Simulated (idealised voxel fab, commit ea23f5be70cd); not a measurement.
process module | voxel released beams
cross-section cut | 215 nm wide | cells 5 nm
A cross-section is a grid of square cells, given in bands from the top down. A band is one or more rows of cells.
Each band's line starts with the height of the band's top and of its bottom, in nm. Then come its materials from left to right, each with its width in nm. One material with "throughout" fills the band from edge to edge. "air" is empty space.
Height 0 is the level under which the wafer as received is all one material. The lowest band goes on downwards, as in "0 down".
A width such as "30 to 40" changes by the same amount from each row of cells to the next, from the band's top row to its bottom row.
"no change" after a step means that no cell of the cross-section changed.
closed voids: empty space of 8 cells or more with no open way to the top, each as width x height at its distance from the left edge, in nm
after a step's settings: what the simulator itself notes on the step
overlay nm, on a step with a mask: how far to the right of its planned place the mask lay; to the left if negative
plan
1 op RECEIVE | material Si
2 op CONFORMAL_DEP | material SiN | thk nm 10
3 op DIRECTIONAL_DEP | material SiO2 | thk nm 10
4 op DIRECTIONAL_DEP | material aC | thk nm 10
5 op PATTERN | tone open | mask id ANCHOR | material resist | width nm 40 | thk nm 25 | overlay nm 0
6 op DIRECTIONAL_ETCH | etch materials aC | depth nm 10
7 op STRIP | etch materials resist
8 op DIRECTIONAL_ETCH | etch materials SiO2 | depth nm 10
9 op STRIP | etch materials aC
10 op CONFORMAL_DEP | material polySi | thk nm 15
11 op MASKED_ETCH | tone cover | mask id BEAM | width nm 100 | etch materials polySi | depth nm 15 | overlay nm 0
12 op STRIP | etch materials SiO2
as received, after step 1
  0 down: Si throughout
  closed voids: none
a wafer at the end: this start, this plan, one mistake
  35 to 25: air 55 | polySi 60 | air 100
  25 to 20: air 55 | polySi 100 | air 60
  20 to 10: air 45 | polySi 15 | SiO2 40 | polySi 55 | air 60
  10 to 0: SiN throughout
  0 down: Si throughout
  closed voids: none
what went wrong: step 5 ran as: op PATTERN | tone cover | mask id ANCHOR | material resist | width nm 40 | thk nm 25 | overlay nm 0
